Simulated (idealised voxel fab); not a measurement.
process module | voxel gate over fins
cross-section cut | 170 nm wide | cells 5 nm
A cross-section is a grid of square cells, given in bands from the top down. A band is one or more rows of cells.
Each band's line starts with the height of the band's top and of its bottom, in nm. Then come its materials from left to right, each with its width in nm. One material with "throughout" fills the band from edge to edge. "air" is empty space.
Height 0 is the level under which the wafer as received is all one material. The lowest band goes on downwards, as in "0 down".
A width such as "30 to 40" changes by the same amount from each row of cells to the next, from the band's top row to its bottom row.
"no change" after a step means that no cell of the cross-section changed.
closed voids: empty space of 8 cells or more with no open way to the top, each as width x height at its distance from the left edge, in nm
after a step's settings: what the simulator itself notes on the step
overlay nm, on a step with a mask: how far to the right of its planned place the mask lay; to the left if negative
plan
1 op RECEIVE | material Si
2 op CONFORMAL_DEP | material SiN | thk nm 5
3 op MASKED_ETCH | tone cover | mask id FINS | width nm 15 | pitch nm 60 | etch materials SiN | depth nm 5 | overlay nm 0
4 op MASKED_ETCH | tone cover | mask id FINS | width nm 15 | pitch nm 60 | etch materials Si | depth nm 40 | overlay nm 0
5 op FILL_DEP | material SiO2 | thk nm 10
6 op CMP | height nm 5
7 op DIRECTIONAL_DEP | material aC | thk nm 10
8 op PATTERN | tone open | mask id RAIL | material resist | width nm 15 | thk nm 25 | overlay nm 0
9 op DIRECTIONAL_ETCH | etch materials aC | depth nm 10
10 op STRIP | etch materials resist
11 op DIRECTIONAL_ETCH | etch materials SiO2 | depth nm 40
12 op STRIP | etch materials aC
13 op CONFORMAL_DEP | material TiN | thk nm 5
14 op FILL_DEP | material Ru | thk nm 5
15 op CMP | height nm 5
16 op SELECTIVE_ETCH | etch materials W Ru TiN | depth nm 20
17 op FILL_DEP | material SiO2 | thk nm 5
18 op CMP | height nm -5
19 op SELECTIVE_ETCH | etch materials SiO2 | depth nm 15
20 op STRIP | etch materials SiN
21 op CONFORMAL_DEP | material HfO2 | thk nm 5
22 op CONFORMAL_DEP | material TiN | thk nm 5
23 op FILL_DEP | material W | thk nm 15
24 op CMP | height nm 20
25 op CONFORMAL_DEP | material SiCN | thk nm 10
varied across the wafers: height nm of step 18. The plan shows the first wafer's value. All wafers start alike
first wafer as received, after step 1
  0 down: Si throughout
  closed voids: none
first wafer at the end, after step 25
  30 to 20: SiCN throughout
  20 to 5: W throughout
  5 to 0: W 35 | TiN 35 | W 25 | TiN 35 | W 40
  0 to -5: W 35 | TiN 5 | HfO2 25 | TiN 5 | W 25 | TiN 5 | HfO2 25 | TiN 5 | W 40
  -5 to -10: W 35 | TiN 5 | HfO2 5 | Si 15 | HfO2 5 | TiN 35 | HfO2 5 | Si 15 | HfO2 5 | TiN 5 | W 40
  -10 to -15: TiN 40 | HfO2 5 | Si 15 | HfO2 5 | TiN 5 | HfO2 25 | TiN 5 | HfO2 5 | Si 15 | HfO2 5 | TiN 45
  -15 to -20: HfO2 45 | Si 15 | HfO2 15 | TiN 5 | Ru 5 | TiN 5 | HfO2 15 | Si 15 | HfO2 50
  -20 to -30: SiO2 45 | Si 15 | SiO2 15 | TiN 5 | Ru 5 | TiN 5 | SiO2 15 | Si 15 | SiO2 50
  -30 to -35: SiO2 45 | Si 15 | SiO2 15 | TiN 15 | SiO2 15 | Si 15 | SiO2 50
  -35 to -40: SiO2 45 | Si 15 | SiO2 45 | Si 15 | SiO2 50
  -40 down: Si throughout
  closed voids: none
last wafer at the end
  30 to 20: SiCN throughout
  20 to 10: W throughout
  10 to 5: W 35 | TiN 35 | W 25 | TiN 35 | W 40
  5 to 0: TiN 40 | HfO2 25 | TiN 35 | HfO2 25 | TiN 45
  0 to -5: HfO2 45 | Si 15 | HfO2 45 | Si 15 | HfO2 50
  -5 to -15: SiO2 45 | Si 15 | SiO2 45 | Si 15 | SiO2 50
  -15 to -30: SiO2 45 | Si 15 | SiO2 15 | TiN 5 | Ru 5 | TiN 5 | SiO2 15 | Si 15 | SiO2 50
  -30 to -35: SiO2 45 | Si 15 | SiO2 15 | TiN 15 | SiO2 15 | Si 15 | SiO2 50
  -35 to -40: SiO2 45 | Si 15 | SiO2 45 | Si 15 | SiO2 50
  -40 down: Si throughout
  closed voids: none
each wafer at the end: cells of each material gained (+) or lost (-) since it was received, then its closed voids
height nm -5 | +48 HfO2 | +3 Ru | -230 Si | +68 SiCN | +103 SiO2 | +55 TiN | +157 W | closed voids: none
height nm 0 | +46 HfO2 | +3 Ru | -224 Si | +68 SiCN | +128 SiO2 | +55 TiN | +128 W | closed voids: none
height nm 5 | +42 HfO2 | +3 Ru | -224 Si | +68 SiCN | +156 SiO2 | +51 TiN | +108 W | closed voids: none
height nm 10 | +38 HfO2 | +3 Ru | -224 Si | +68 SiCN | +184 SiO2 | +47 TiN | +88 W | closed voids: none
